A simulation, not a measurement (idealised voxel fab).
This section sets out a process module, namely voxel self aligned vias.
Displayed cross-section: cut, width of 205 nm, square cells sized 5 nm.
Cross-section layout: square cells on a grid; listed as bands, top to bottom; a band spans one or more cell rows. The entry gives the band's vertical extent as a top height and a bottom height in nm, then its horizontal make-up as materials from left to right, each with a width in nm. "air" stands for empty space; a single material marked "all across" fills the band edge to edge. Height datum 0, below which the as-received substrate wafer is one material. Lowest band open at the bottom, running downward: "0 and below". Note: "30 to 40" means the width goes from the first number (top row of the band) to the second number (bottom row) in equal steps per row of cells. You'll sometimes find "no alterations made" written for a step, and that's the way of saying that nowhere in the cross-section did a cell change during that step. For the entry "Closed void inventory", the listed items are empty spaces with no open way to the top whose size is 8 cells or more; each item follows the pattern width x height at distance, where distance is from the left edge and all three are in nm. Formally, on a step line, whatever follows the settings is a remark that the simulator itself makes on the step. "overlay nm", when on a step's line for a step with a mask, measures how far to the right of its planned place the mask lay; a negative measure means to the left.
## List of planned process steps
1 RECEIVE,material Si
2 CONFORMAL_DEP,material SiO2,thk nm 15
3 CONFORMAL_DEP,material SiCN,thk nm 5
4 DIRECTIONAL_DEP,material SiO2,thk nm 20
5 PATTERN,tone open,mask id LINES,material resist,width nm 25,pitch nm 60,thk nm 20,overlay nm 0
6 DIRECTIONAL_ETCH,etch materials SiO2,depth nm 20
7 STRIP,etch materials resist
8 CONFORMAL_DEP,material TiN,thk nm 5
9 FILL_DEP,material Ru,thk nm 5
10 CMP,height nm 40
11 SELECTIVE_ETCH,etch materials W Ru TiN,depth nm 5
12 FILL_DEP,material SiN,thk nm 5
13 CMP,height nm 40
14 DIRECTIONAL_DEP,material SiO2,thk nm 15
15 MASKED_ETCH,tone open,mask id VIAS,width nm 45,pitch nm 60,etch materials SiO2,depth nm 15,overlay nm 0
16 MASKED_ETCH,tone open,mask id VIAS,width nm 45,pitch nm 60,etch materials SiN,depth nm 5,overlay nm 0
17 CONFORMAL_DEP,material TiN,thk nm 5
18 FILL_DEP,material W,thk nm 5
19 CMP,height nm 55
20 CONFORMAL_DEP,material SiN,thk nm 5
## Cross-section of the wafer as it came to us, i.e., already through step 1
- 0 and below = Si all across
- Closed void inventory: none
## Cross-section at module end, one run error; start and plan unchanged from above
- 60 down to 55 = SiN all across
- 55 down to 45 = SiO2: 20  TiN: 5  W: 35  TiN: 5  SiO2: 15  TiN: 5  W: 35  TiN: 5  SiO2: 15  TiN: 5  W: 35  TiN: 5  SiO2: 20
- 45 down to 40 = SiO2: 20  TiN: 15  W: 15  TiN: 15  SiO2: 15  TiN: 15  W: 15  TiN: 15  SiO2: 15  TiN: 15  W: 15  TiN: 15  SiO2: 20
- 40 down to 35 = SiO2: 30  TiN: 25  SiO2: 35  TiN: 25  SiO2: 35  TiN: 25  SiO2: 30
- 35 down to 25 = SiO2: 30  TiN: 5  Ru: 15  TiN: 5  SiO2: 35  TiN: 5  Ru: 15  TiN: 5  SiO2: 35  TiN: 5  Ru: 15  TiN: 5  SiO2: 30
- 25 down to 20 = SiO2: 30  TiN: 25  SiO2: 35  TiN: 25  SiO2: 35  TiN: 25  SiO2: 30
- 20 down to 5 = SiO2 all across
- 5 down to 0 = SiCN all across
- 0 and below = Si all across
- Closed void inventory: none
Against the plan, the run slipped here: steps 2 and 3 swapped
